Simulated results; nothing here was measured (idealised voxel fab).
The following process module bears the name voxel lift off.
Displayed cross-section: cut, width of 165 nm, square cells sized 5 nm.
A cross-section is written here as square cells arranged in a grid, and it is given in bands from the top down, each band taking up one or more rows of cells. This entry defines a band. It first specifies the height of the band's top and the height of its bottom in nm, and then specifies the band's materials from left to right, stating each material with its width in nm. The word "full width" identifies a single material that fills the band from edge to edge, while the word "air" identifies empty space. Heights are measured from 0, the level below which the as-received wafer is all one material; the lowest band has no bottom and continues downward, written as in "0..down". A width such as "30..40" changes by the same amount from each row of cells to the next, from the band's top row to its bottom row. Where a step carries "no change occurred", the cross-section came out of it unchanged, cell for cell. Any empty space of 8 cells or more lacking an open way to the top shows up in "Trapped cavities" as width x height at distance, distance from the left edge, in nm. Whatever follows a step's settings on its line is a remark the simulator itself makes about that step. overlay nm: how far to the right of its planned place the mask lay on this masked step (negative: to the left).
### The following list gives the planned process steps
1,RECEIVE with material Si
2,CONFORMAL_DEP with material Al2O3, thk nm 5
3,PATTERN with tone open, mask id LINES, material resist, width nm 30, pitch nm 45, thk nm 15, overlay nm 0
4,DIRECTIONAL_DEP with material Ru, thk nm 5
5,STRIP with etch materials resist
6,CONFORMAL_DEP with material SiN, thk nm 5
### Wafer cross-section on receipt, i.e. after step 1
    0..down | Si full width
    Trapped cavities: none
### Wafer cross-section at module end: first of two, run to plan
    15..10 | air=15, SiN=40, air=5, SiN=40, air=5, SiN=40, air=20
    10..5 | SiN=20, Ru=30, SiN=15, Ru=30, SiN=15, Ru=30, SiN=25
    5..0 | Al2O3 full width
    0..down | Si full width
    Trapped cavities: none
### Wafer two, end of module, cross-section. Same start, same plan as wafer one. One mistake in the run
    15..10 | air=10, SiN=40, air=5, SiN=40, air=5, SiN=40, air=25
    10..5 | SiN=15, Ru=30, SiN=15, Ru=30, SiN=15, Ru=30, SiN=30
    5..0 | Al2O3 full width
    0..down | Si full width
    Trapped cavities: none
Deviation noted in wafer processing: step 3 off recipe, ran as PATTERN with tone open, mask id LINES, material resist, width nm 30, pitch nm 45, thk nm 15, overlay nm -5
Matching per-material cell counts, mismatched positions: that is how the second wafer compares with the first at the end.
